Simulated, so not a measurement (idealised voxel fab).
Title: Process Module voxel quadruple lines
Section cut is 170 nm wide and gridded with 5 nm square cells.
The cross-sections in this document take the form of a grid made of square cells. They are written out as bands, in order from top to bottom. Each band consists of one or more rows of cells.
Quick guide to a band line: top height, bottom height (nm) up front; then every material left to right with its width in nm. Only one material and it's marked "everywhere"? Then it fills the band edge to edge. And "air" just means empty space.
Convention: height 0 is the level below which the wafer, as received, is all one material. The lowest band does not terminate at the bottom but continues downward, represented as "top 0, no bottom".
The expression "30..40" gives the width at the extremes of the band, the first number at its top row of cells and the second at its bottom row, with the width changing by equal amounts from each row to the next in between.
Where the words "same as before" appear for a step, the cross-section shows no cell changed by that step; every cell remained as before.
Each empty space that has no open way to the top and spans at least 8 cells appears under "Cavities, closed" as width x height at distance, the distance counted from the left edge, all in nm.
Anything after a step's settings on that line? It's the simulator's own note about the step.
What "overlay nm" on a step's line means: if the step has a mask, that mask lay this far to the right of its planned place, or, when the value is negative, to the left.
**Intended process steps**
| 1 | RECEIVE, material Si |
| 2 | CONFORMAL_DEP, material SiO2, thk nm 10 |
| 3 | DIRECTIONAL_DEP, material TiN, thk nm 15 |
| 4 | DIRECTIONAL_DEP, material polySi, thk nm 20 |
| 5 | DIRECTIONAL_DEP, material aC, thk nm 25 |
| 6 | PATTERN, tone cover, mask id MANDREL, material resist, width nm 35, thk nm 35, overlay nm -15 |
| 7 | DIRECTIONAL_ETCH, etch materials aC, depth nm 25 |
| 8 | STRIP, etch materials resist |
| 9 | CONFORMAL_DEP, material SiO2, thk nm 15 |
| 10 | DIRECTIONAL_ETCH, etch materials SiO2, depth nm 15 |
| 11 | STRIP, etch materials aC |
| 12 | DIRECTIONAL_ETCH, etch materials polySi, depth nm 20 |
| 13 | STRIP, etch materials SiO2 |
| 14 | CONFORMAL_DEP, material SiCN, thk nm 10 |
| 15 | DIRECTIONAL_ETCH, etch materials SiCN, depth nm 10 |
| 16 | STRIP, etch materials polySi |
| 17 | DIRECTIONAL_ETCH, etch materials TiN, depth nm 15 |
| 18 | STRIP, etch materials SiCN |
| 19 | FILL_DEP, material SiO2, thk nm 10 |
| 20 | CMP, height nm 25 |
Across this set of wafers, the varied parameter is the overlay nm of step 6. Starting conditions are identical for every wafer, and the plan reports the value assigned to the first wafer.
**first wafer as received, after step 1**
    top 0, no bottom  Si everywhere
    Cavities, closed: none
**Wafer cross-section (first of several) - module end, post step 20 (last step)**
    top 25, bottom 10  SiO2: 25, then TiN: 10, then SiO2: 15, then TiN: 10, then SiO2: 15, then TiN: 10, then SiO2: 15, then TiN: 10, then SiO2: 60
    top 10, bottom 0  SiO2 everywhere
    top 0, no bottom  Si everywhere
    Cavities, closed: none
**Final wafer cross-section at module end**
    top 25, bottom 10  SiO2: 55, then TiN: 10, then SiO2: 15, then TiN: 10, then SiO2: 15, then TiN: 10, then SiO2: 15, then TiN: 10, then SiO2: 30
    top 10, bottom 0  SiO2 everywhere
    top 0, no bottom  Si everywhere
    Cavities, closed: none
**Note: the following table is arranged by wafer, a row apiece. Each row reports the end-of-module state: per material, cells gained (+) or cells lost (-) compared with the wafer as received; closed voids follow**
overlay nm -15 | +146 SiO2 | +24 TiN | Cavities, closed: none
overlay nm -10 | +146 SiO2 | +24 TiN | Cavities, closed: none
overlay nm -5 | +146 SiO2 | +24 TiN | Cavities, closed: none
overlay nm 0 | +146 SiO2 | +24 TiN | Cavities, closed: none
overlay nm 5 | +146 SiO2 | +24 TiN | Cavities, closed: none
overlay nm 10 | +146 SiO2 | +24 TiN | Cavities, closed: none
overlay nm 15 | +146 SiO2 | +24 TiN | Cavities, closed: none
